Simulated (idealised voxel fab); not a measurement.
voxel wiring stack: a process module
cross-section cut | 245 nm wide | cells 5 nm
Cross-section, as written here: a square-cell grid given band by band from the top down, where a band holds one or more rows of cells.
Read a band's entry like this: the first values are the height of its top and the height of its bottom in nm, and what follows is the sequence of materials from left to right, each with its width in nm. Note that "air" is empty space, and that a single material marked "edge to edge" reaches across the band from edge to edge.
The level at which height equals 0 is the one under which the wafer, as it arrives, is entirely one material. No lower edge exists for the bottom band, which continues downward and is notated as in "0 -> down".
Width "30..40": first value at the band's top row of cells, second value at its bottom row, equal change from row to row.
Step note "everything unchanged" = no cross-section cell changed.
Each empty space that has no open way to the top and spans at least 8 cells appears under "Sealed void list" as width x height at distance, the distance counted from the left edge, all in nm.
Post-settings text on a step line: simulator's own remark regarding the step.
A step line may carry the setting "overlay nm", which, for steps involving a mask, states the distance by which the mask lay to the right of its intended position; negative values denote displacement to the left.
# The steps planned for the process are as follows
| 1 | op RECEIVE | material Si |
| 2 | op CONFORMAL_DEP | material SiO2 | thk nm 15 |
| 3 | op DIRECTIONAL_DEP | material TiN | thk nm 5 |
| 4 | op DIRECTIONAL_DEP | material W | thk nm 20 |
| 5 | op DIRECTIONAL_DEP | material aC | thk nm 15 |
| 6 | op PATTERN | tone cover | mask id METAL_1 | material resist | width nm 20 | pitch nm 50 | thk nm 35 | overlay nm 0 |
| 7 | op DIRECTIONAL_ETCH | etch materials aC | depth nm 15 |
| 8 | op STRIP | etch materials resist |
| 9 | op DIRECTIONAL_ETCH | etch materials W | depth nm 20 |
| 10 | op DIRECTIONAL_ETCH | etch materials TiN | depth nm 5 |
| 11 | op STRIP | etch materials aC |
| 12 | op FILL_DEP | material lowk | thk nm 10 |
| 13 | op CMP | height nm 40 |
| 14 | op CONFORMAL_DEP | material SiCN | thk nm 5 |
| 15 | op DIRECTIONAL_DEP | material SiO2 | thk nm 15 |
| 16 | op MASKED_ETCH | tone open | mask id PLUG_1 | width nm 15 | etch materials SiO2 | depth nm 15 | overlay nm 0 |
| 17 | op MASKED_ETCH | tone open | mask id PLUG_1 | width nm 15 | etch materials SiCN | depth nm 5 | overlay nm 0 |
| 18 | op EPI | material Ru | thk nm 10 |
| 19 | op EPI | material Ru | thk nm 10 |
| 20 | op DIRECTIONAL_DEP | material TiN | thk nm 5 |
| 21 | op DIRECTIONAL_DEP | material Ru | thk nm 20 |
| 22 | op MASKED_ETCH | tone cover | mask id METAL_2 | width nm 20 | pitch nm 50 | etch materials Ru | depth nm 20 | overlay nm 0 |
| 23 | op MASKED_ETCH | tone cover | mask id METAL_2 | width nm 20 | pitch nm 50 | etch materials TiN | depth nm 5 | overlay nm 0 |
| 24 | op CONFORMAL_DEP | material SiN | thk nm 5 |
| 25 | op FILL_DEP | material lowk | thk nm 10 |
| 26 | op CMP | height nm 85 |
| 27 | op CONFORMAL_DEP | material SiCN | thk nm 5 |
| 28 | op DIRECTIONAL_DEP | material lowk | thk nm 10 |
| 29 | op DIRECTIONAL_DEP | material aC | thk nm 10 |
| 30 | op PATTERN | tone open | mask id PLUG_2 | material resist | width nm 15 | thk nm 25 | overlay nm 0 |
| 31 | op DIRECTIONAL_ETCH | etch materials aC | depth nm 10 |
| 32 | op STRIP | etch materials resist |
| 33 | op DIRECTIONAL_ETCH | etch materials lowk | depth nm 10 |
| 34 | op DIRECTIONAL_ETCH | etch materials SiCN | depth nm 5 |
| 35 | op STRIP | etch materials aC |
| 36 | op CONFORMAL_DEP | material TiN | thk nm 5 |
| 37 | op FILL_DEP | material Cu | thk nm 5 |
| 38 | op CMP | height nm 100 |
| 39 | op CONFORMAL_DEP | material SiN | thk nm 5 |
| 40 | op DIRECTIONAL_DEP | material SiO2 | thk nm 15 |
| 41 | op PATTERN | tone open | mask id METAL_3 | material resist | width nm 20 | pitch nm 50 | thk nm 20 | overlay nm 0 |
| 42 | op DIRECTIONAL_ETCH | etch materials SiO2 | depth nm 15 |
| 43 | op DIRECTIONAL_ETCH | etch materials SiN | depth nm 5 |
| 44 | op STRIP | etch materials resist |
| 45 | op CONFORMAL_DEP | material TiN | thk nm 5 |
| 46 | op FILL_DEP | material W | thk nm 5 |
| 47 | op CMP | height nm 120 |
| 48 | op EPI | material Ru | thk nm 5 |
| 49 | op FILL_DEP | material SiCN | thk nm 5 |
| 50 | op DIRECTIONAL_DEP | material lowk | thk nm 30 |
| 51 | op MASKED_ETCH | tone open | mask id METAL_4_HOLES | width nm 15 | pitch nm 50 | etch materials lowk | depth nm 30 | overlay nm 0 |
| 52 | op PATTERN | tone open | mask id METAL_4 | material resist | width nm 20 | pitch nm 50 | thk nm 20 | overlay nm 0 |
| 53 | op DIRECTIONAL_ETCH | etch materials lowk | depth nm 15 |
| 54 | op DIRECTIONAL_ETCH | etch materials SiCN | depth nm 5 |
| 55 | op STRIP | etch materials resist |
| 56 | op CONFORMAL_DEP | material TiN | thk nm 5 |
| 57 | op FILL_DEP | material Cu | thk nm 5 |
| 58 | op CMP | height nm 160 |
| 59 | op CONFORMAL_DEP | material SiCN | thk nm 5 |
The wafers in this document start out alike and differ in the thk nm applied at step 20; the plan shows the value used for the first wafer.
# Cross-section, first of several wafers, as delivered after step 1
  0 -> down | Si edge to edge
  Sealed void list: none
# Row per wafer, end-of-module: cell gain (+)/loss (-) by material since the wafer came in, then closed voids
thk nm 5; +18 Cu; +56 Ru; +221 SiCN; +98 SiN; +408 SiO2; +75 TiN; +44 W; +697 lowk; Sealed void list: none
thk nm 10; +18 Cu; +48 Ru; +221 SiCN; +94 SiN; +408 SiO2; +124 TiN; +44 W; +660 lowk; Sealed void list: none
thk nm 15; +18 Cu; +40 Ru; +221 SiCN; +90 SiN; +408 SiO2; +173 TiN; +44 W; +623 lowk; Sealed void list: none
thk nm 20; +18 Cu; +32 Ru; +221 SiCN; +86 SiN; +408 SiO2; +222 TiN; +44 W; +586 lowk; Sealed void list: none
